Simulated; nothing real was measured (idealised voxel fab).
This is a process module. Its name is voxel spacer lines.
Shown is cross-section cut, with a width of 170 nm and square cells of size 5 nm.
For the purposes of this document, a cross-section shall be understood as a grid of square cells, specified as bands listed in top-to-bottom order, each band consisting of one or more rows of cells.
Heights first: top, then bottom, in nm. Then materials, left to right, each with a width in nm. "all across" on a single material: fills the band edge to edge. "empty": empty space.
For the purposes of this specification, 0 denotes the height below which the wafer in its as-received condition is composed wholly of one material, and the lowermost band, lacking a lower limit, extends downward without end, as expressed in "0 and below".
A width given as "30..40" starts at the first number in the band's top row and ends at the second number in its bottom row, shifting by an equal amount at every step from row to row.
"nothing changed" for a step: no cell of the cross-section changed in that step.
"Closed-off voids": sealed empty spaces, 8 cells or more, no open way to top, listed width x height at distance, with distance from the left edge and width, height and distance in nm.
after a step's settings: what the simulator itself notes on the step
"overlay nm" answers the question of how far to the right of plan the mask lay on a step that has a mask, and when it is negative the answer is to the left.

## These are the steps we planned for the process
1 RECEIVE [material Si]
2 CONFORMAL_DEP [material Al2O3] [thk nm 10]
3 DIRECTIONAL_DEP [material TiN] [thk nm 10]
4 DIRECTIONAL_DEP [material polySi] [thk nm 25]
5 PATTERN [tone cover] [mask id MANDREL] [material resist] [width nm 15] [pitch nm 60] [thk nm 35] [overlay nm 0]
6 DIRECTIONAL_ETCH [etch materials polySi] [depth nm 25]
7 STRIP [etch materials resist]
8 CONFORMAL_DEP [material SiO2] [thk nm 15]
9 DIRECTIONAL_ETCH [etch materials SiO2] [depth nm 15]
10 STRIP [etch materials polySi]
11 DIRECTIONAL_ETCH [etch materials TiN] [depth nm 10]
12 STRIP [etch materials SiO2]
13 FILL_DEP [material lowk] [thk nm 5]
14 CMP [height nm 20]

## Wafer at receipt (post step 1), cross-section
* 0 and below | Si all across
* Closed-off voids: none

## First wafer of two, sectioned at end of module; run went per plan
* 20 down to 10 | lowk=30; TiN=15; lowk=15; TiN=15; lowk=15; TiN=15; lowk=15; TiN=15; lowk=35
* 10 down to 0 | Al2O3 all across
* 0 and below | Si all across
* Closed-off voids: none

## Here's the second of our two wafers sectioned at module end. Same start as the first, same plan, but one mistake got made running it
* 15 down to 10 | lowk=30; TiN=15; lowk=15; TiN=15; lowk=15; TiN=15; lowk=15; TiN=15; lowk=35
* 10 down to 0 | Al2O3 all across
* 0 and below | Si all across
* Closed-off voids: none
Finding, execution versus plan: step 14 ran as: CMP [height nm 15]
The closing comparison, in cells, has the second wafer with more or fewer of some materials than the first: TiN -12 | lowk -22
